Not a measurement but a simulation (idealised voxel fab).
The process module presented herein is designated voxel self aligned contacts.
It is cross-section cut that appears here, measuring 220 nm in width, its square cells being 5 nm in size.
Notation: cross-section as square-cell grid; stated in bands, top first, going down; one or more cell rows per band.
Heights first: top, then bottom, in nm. Then materials, left to right, each with a width in nm. "full width" on a single material: fills the band edge to edge. "empty": empty space.
The level at which height equals 0 is the one under which the wafer, as it arrives, is entirely one material. No lower edge exists for the bottom band, which continues downward and is notated as in "0 -> down".
A two-number width, for instance "30->40", indicates that the width is equal to the first number in the top row of the band and to the second number in the bottom row, and that it changes by a constant amount per row of cells.
For the purposes of this document, the phrase "nothing different" attached to a step denotes that no cell within the cross-section was modified by that step.
Enclosed voids (no open way to top), threshold 8 cells or more, entry "Enclosed void entries", notation width x height at distance, distance from left edge, nm.
Past the settings on a step's line: simulator remark, on that step.
A step's line can hold "overlay nm"; with a mask on that step, the setting says how far right of the planned place the mask lay, while a negative setting says it lay to the left.

### Steps planned for the process
| 1 | RECEIVE | material Si |
| 2 | OXIDIZE | depth nm 5 |
| 3 | DIRECTIONAL_DEP | material polySi | thk nm 30 |
| 4 | DIRECTIONAL_DEP | material SiN | thk nm 20 |
| 5 | PATTERN | tone cover | mask id GATE | material resist | width nm 35 | pitch nm 65 | thk nm 15 | overlay nm 0 |
| 6 | DIRECTIONAL_ETCH | etch materials SiN | depth nm 20 |
| 7 | DIRECTIONAL_ETCH | etch materials polySi | depth nm 30 |
| 8 | STRIP | etch materials resist |
| 9 | CONFORMAL_DEP | material SiN | thk nm 5 |
| 10 | DIRECTIONAL_ETCH | etch materials SiN | depth nm 5 |
| 11 | FILL_DEP | material SiO2 | thk nm 15 |
| 12 | CMP | height nm 55 |
| 13 | PATTERN | tone open | mask id CONTACT | material resist | width nm 50 | pitch nm 65 | thk nm 15 | overlay nm 0 |
| 14 | DIRECTIONAL_ETCH | etch materials SiO2 | depth nm 60 |
| 15 | STRIP | etch materials resist |
| 16 | CONFORMAL_DEP | material TiN | thk nm 5 |
| 17 | FILL_DEP | material Ru | thk nm 10 |
| 18 | CMP | height nm 55 |
| 19 | CONFORMAL_DEP | material SiN | thk nm 5 |

### The first of the two wafers, which ran as planned

### The cross-section here shows the wafer as received, i.e. in its state after step 1
* 0 -> down = Si full width
* Enclosed void entries: none

### Upon completion of step 2, the wafer appears in cross-section as shown
* 0 -> -5 = SiO2 full width
* Beneath the level -5, the cross-section is identical to its previous state.

### Upon completion of step 3, the wafer appears in cross-section as shown
* 30 -> 0 = polySi full width
* Beneath the level 0, the cross-section is identical to its previous state.

### Upon completion of step 4, the wafer appears in cross-section as shown
* 50 -> 30 = SiN full width
* Beneath the level 30, the cross-section is identical to its previous state.

### Upon completion of step 5, the wafer appears in cross-section as shown
* 65 -> 50 = empty (25), resist (35), empty (30), resist (35), empty (30), resist (35), empty (30)
* Beneath the level 50, the cross-section is identical to its previous state.

### Upon completion of step 6, the wafer appears in cross-section as shown
* 65 -> 50 = empty (25), resist (35), empty (30), resist (35), empty (30), resist (35), empty (30)
* 50 -> 30 = empty (25), SiN (35), empty (30), SiN (35), empty (30), SiN (35), empty (30)
* Beneath the level 30, the cross-section is identical to its previous state.

### Upon completion of step 7, the wafer appears in cross-section as shown
* 65 -> 50 = empty (25), resist (35), empty (30), resist (35), empty (30), resist (35), empty (30)
* 50 -> 30 = empty (25), SiN (35), empty (30), SiN (35), empty (30), SiN (35), empty (30)
* 30 -> 0 = empty (25), polySi (35), empty (30), polySi (35), empty (30), polySi (35), empty (30)
* Beneath the level 0, the cross-section is identical to its previous state.

### Upon completion of step 8, the wafer appears in cross-section as shown
* 50 -> 30 = empty (25), SiN (35), empty (30), SiN (35), empty (30), SiN (35), empty (30)
* Beneath the level 30, the cross-section is identical to its previous state.

### Upon completion of step 9, the wafer appears in cross-section as shown
* 55 -> 30 = empty (20), SiN (45), empty (20), SiN (45), empty (20), SiN (45), empty (25)
* 30 -> 5 = empty (20), SiN (5), polySi (35), SiN (5), empty (20), SiN (5), polySi (35), SiN (5), empty (20), SiN (5), polySi (35), SiN (5), empty (25)
* 5 -> 0 = SiN (25), polySi (35), SiN (30), polySi (35), SiN (30), polySi (35), SiN (30)
* Beneath the level 0, the cross-section is identical to its previous state.

### Upon completion of step 10, the wafer appears in cross-section as shown
* 50 -> 30 = empty (20), SiN (45), empty (20), SiN (45), empty (20), SiN (45), empty (25)
* 30 -> 0 = empty (20), SiN (5), polySi (35), SiN (5), empty (20), SiN (5), polySi (35), SiN (5), empty (20), SiN (5), polySi (35), SiN (5), empty (25)
* Beneath the level 0, the cross-section is identical to its previous state.

### Upon completion of step 11, the wafer appears in cross-section as shown
* 65 -> 50 = SiO2 full width
* 50 -> 30 = SiO2 (20), SiN (45), SiO2 (20), SiN (45), SiO2 (20), SiN (45), SiO2 (25)
* 30 -> 0 = SiO2 (20), SiN (5), polySi (35), SiN (5), SiO2 (20), SiN (5), polySi (35), SiN (5), SiO2 (20), SiN (5), polySi (35), SiN (5), SiO2 (25)
* Beneath the level 0, the cross-section is identical to its previous state.

### Upon completion of step 12, the wafer appears in cross-section as shown
* 55 -> 50 = SiO2 full width
* Beneath the level 50, the cross-section is identical to its previous state.

### Upon completion of step 13, the wafer appears in cross-section as shown
* 70 -> 55 = resist (50), empty (50), resist (15), empty (50), resist (55)
* Beneath the level 55, the cross-section is identical to its previous state.

### Upon completion of step 14, the wafer appears in cross-section as shown
* 70 -> 55 = resist (50), empty (50), resist (15), empty (50), resist (55)
* 55 -> 50 = SiO2 (50), empty (50), SiO2 (15), empty (50), SiO2 (55)
* 50 -> 30 = SiO2 (20), SiN (45), empty (20), SiN (45), empty (20), SiN (45), SiO2 (25)
* 30 -> 0 = SiO2 (20), SiN (5), polySi (35), SiN (5), empty (20), SiN (5), polySi (35), SiN (5), empty (20), SiN (5), polySi (35), SiN (5), SiO2 (25)
* 0 -> -5 = SiO2 (65), empty (20), SiO2 (45), empty (20), SiO2 (70)
* Beneath the level -5, the cross-section is identical to its previous state.

### Upon completion of step 15, the wafer appears in cross-section as shown
* 55 -> 50 = SiO2 (50), empty (50), SiO2 (15), empty (50), SiO2 (55)
* Beneath the level 50, the cross-section is identical to its previous state.

### Upon completion of step 16, the wafer appears in cross-section as shown
* 60 -> 55 = TiN (55), empty (40), TiN (25), empty (40), TiN (60)
* 55 -> 50 = SiO2 (50), TiN (20), empty (10), TiN (20), SiO2 (15), TiN (20), empty (10), TiN (20), SiO2 (55)
* 50 -> 30 = SiO2 (20), SiN (45), TiN (5), empty (10), TiN (5), SiN (45), TiN (5), empty (10), TiN (5), SiN (45), SiO2 (25)
* 30 -> 0 = SiO2 (20), SiN (5), polySi (35), SiN (5), TiN (5), empty (10), TiN (5), SiN (5), polySi (35), SiN (5), TiN (5), empty (10), TiN (5), SiN (5), polySi (35), SiN (5), SiO2 (25)
* 0 -> -5 = SiO2 (65), TiN (20), SiO2 (45), TiN (20), SiO2 (70)
* Beneath the level -5, the cross-section is identical to its previous state.

### Upon completion of step 17, the wafer appears in cross-section as shown
* 70 -> 60 = Ru full width
* 60 -> 55 = TiN (55), Ru (40), TiN (25), Ru (40), TiN (60)
* 55 -> 50 = SiO2 (50), TiN (20), Ru (10), TiN (20), SiO2 (15), TiN (20), Ru (10), TiN (20), SiO2 (55)
* 50 -> 30 = SiO2 (20), SiN (45), TiN (5), Ru (10), TiN (5), SiN (45), TiN (5), Ru (10), TiN (5), SiN (45), SiO2 (25)
* 30 -> 0 = SiO2 (20), SiN (5), polySi (35), SiN (5), TiN (5), Ru (10), TiN (5), SiN (5), polySi (35), SiN (5), TiN (5), Ru (10), TiN (5), SiN (5), polySi (35), SiN (5), SiO2 (25)
* Beneath the level 0, the cross-section is identical to its previous state.

### Upon completion of step 18, the wafer appears in cross-section as shown
* 55 -> 50 = SiO2 (50), TiN (20), Ru (10), TiN (20), SiO2 (15), TiN (20), Ru (10), TiN (20), SiO2 (55)
* Beneath the level 50, the cross-section is identical to its previous state.

### Upon completion of step 19, the wafer appears in cross-section as shown
* 60 -> 55 = SiN full width
* Beneath the level 55, the cross-section is identical to its previous state.

### second wafer: like start, like plan, one mistake. Through step 4 it matches the first wafer

### Cross-sectional representation of the second wafer at the time designated in the plan for the completion of step 5
* 65 -> 50 = resist (25), empty (35), resist (30), empty (35), resist (30), empty (35), resist (30)
* Beneath the level 50, the cross-section is identical to its previous state.

### Cross-sectional representation of the second wafer at the time designated in the plan for the completion of step 6
* 65 -> 50 = resist (25), empty (35), resist (30), empty (35), resist (30), empty (35), resist (30)
* 50 -> 30 = SiN (25), empty (35), SiN (30), empty (35), SiN (30), empty (35), SiN (30)
* Beneath the level 30, the cross-section is identical to its previous state.

### Cross-sectional representation of the second wafer at the time designated in the plan for the completion of step 7
* 65 -> 50 = resist (25), empty (35), resist (30), empty (35), resist (30), empty (35), resist (30)
* 50 -> 30 = SiN (25), empty (35), SiN (30), empty (35), SiN (30), empty (35), SiN (30)
* 30 -> 0 = polySi (25), empty (35), polySi (30), empty (35), polySi (30), empty (35), polySi (30)
* Beneath the level 0, the cross-section is identical to its previous state.

### Cross-sectional representation of the second wafer at the time designated in the plan for the completion of step 8
* 50 -> 30 = SiN (25), empty (35), SiN (30), empty (35), SiN (30), empty (35), SiN (30)
* Beneath the level 30, the cross-section is identical to its previous state.

### Cross-sectional representation of the second wafer at the time designated in the plan for the completion of step 9
* 55 -> 30 = SiN (30), empty (25), SiN (40), empty (25), SiN (40), empty (25), SiN (35)
* 30 -> 5 = polySi (25), SiN (5), empty (25), SiN (5), polySi (30), SiN (5), empty (25), SiN (5), polySi (30), SiN (5), empty (25), SiN (5), polySi (30)
* 5 -> 0 = polySi (25), SiN (35), polySi (30), SiN (35), polySi (30), SiN (35), polySi (30)
* Beneath the level 0, the cross-section is identical to its previous state.

### Cross-sectional representation of the second wafer at the time designated in the plan for the completion of step 10
* 50 -> 30 = SiN (30), empty (25), SiN (40), empty (25), SiN (40), empty (25), SiN (35)
* 30 -> 0 = polySi (25), SiN (5), empty (25), SiN (5), polySi (30), SiN (5), empty (25), SiN (5), polySi (30), SiN (5), empty (25), SiN (5), polySi (30)
* Beneath the level 0, the cross-section is identical to its previous state.

### Cross-sectional representation of the second wafer at the time designated in the plan for the completion of step 11
* 65 -> 50 = SiO2 full width
* 50 -> 30 = SiN (30), SiO2 (25), SiN (40), SiO2 (25), SiN (40), SiO2 (25), SiN (35)
* 30 -> 0 = polySi (25), SiN (5), SiO2 (25), SiN (5), polySi (30), SiN (5), SiO2 (25), SiN (5), polySi (30), SiN (5), SiO2 (25), SiN (5), polySi (30)
* Beneath the level 0, the cross-section is identical to its previous state.

### Cross-sectional representation of the second wafer at the time designated in the plan for the completion of step 12
* 55 -> 50 = SiO2 full width
* Beneath the level 50, the cross-section is identical to its previous state.

### Cross-sectional representation of the second wafer at the time designated in the plan for the completion of step 13
* 70 -> 55 = resist (50), empty (50), resist (15), empty (50), resist (55)
* Beneath the level 55, the cross-section is identical to its previous state.

### Cross-sectional representation of the second wafer at the time designated in the plan for the completion of step 14
* 70 -> 55 = resist (50), empty (50), resist (15), empty (50), resist (55)
* 55 -> 50 = SiO2 (50), empty (50), SiO2 (15), empty (50), SiO2 (55)
* 50 -> 30 = SiN (30), SiO2 (20), empty (5), SiN (40), empty (5), SiO2 (15), empty (5), SiN (40), empty (5), SiO2 (20), SiN (35)
* 30 -> 0 = polySi (25), SiN (5), SiO2 (20), empty (5), SiN (5), polySi (30), SiN (5), empty (5), SiO2 (15), empty (5), SiN (5), polySi (30), SiN (5), empty (5), SiO2 (20), SiN (5), polySi (30)
* 0 -> -5 = SiO2 (50), empty (5), SiO2 (40), empty (5), SiO2 (15), empty (5), SiO2 (40), empty (5), SiO2 (55)
* Beneath the level -5, the cross-section is identical to its previous state.

### Cross-sectional representation of the second wafer at the time designated in the plan for the completion of step 15
* 55 -> 50 = SiO2 (50), empty (50), SiO2 (15), empty (50), SiO2 (55)
* Beneath the level 50, the cross-section is identical to its previous state.

### Cross-sectional representation of the second wafer at the time designated in the plan for the completion of step 16
* 60 -> 55 = TiN (55), empty (40), TiN (25), empty (40), TiN (60)
* 55 -> 50 = SiO2 (50), TiN (50), SiO2 (15), TiN (50), SiO2 (55)
* 50 -> 30 = SiN (30), SiO2 (20), TiN (5), SiN (40), TiN (5), SiO2 (15), TiN (5), SiN (40), TiN (5), SiO2 (20), SiN (35)
* 30 -> 0 = polySi (25), SiN (5), SiO2 (20), TiN (5), SiN (5), polySi (30), SiN (5), TiN (5), SiO2 (15), TiN (5), SiN (5), polySi (30), SiN (5), TiN (5), SiO2 (20), SiN (5), polySi (30)
* 0 -> -5 = SiO2 (50), TiN (5), SiO2 (40), TiN (5), SiO2 (15), TiN (5), SiO2 (40), TiN (5), SiO2 (55)
* Beneath the level -5, the cross-section is identical to its previous state.

### Cross-sectional representation of the second wafer at the time designated in the plan for the completion of step 17
* 70 -> 60 = Ru full width
* 60 -> 55 = TiN (55), Ru (40), TiN (25), Ru (40), TiN (60)
* Beneath the level 55, the cross-section is identical to its previous state.

### Cross-sectional representation of the second wafer at the time designated in the plan for the completion of step 18
* 55 -> 50 = SiO2 (50), TiN (50), SiO2 (15), TiN (50), SiO2 (55)
* Beneath the level 50, the cross-section is identical to its previous state.

### Cross-sectional representation of the second wafer at the time designated in the plan for the completion of step 19
* 60 -> 55 = SiN full width
* Beneath the level 55, the cross-section is identical to its previous state.
Want to know what went wrong? rather than as planned, step 5 actually ran as PATTERN | tone open | mask id GATE | material resist | width nm 35 | pitch nm 65 | thk nm 15 | overlay nm 0
The closing comparison, in cells, has the second wafer with more or fewer of some materials than the first: Ru: 44 fewer | SiN: 8 more | SiO2: 24 more | polySi: 12 more
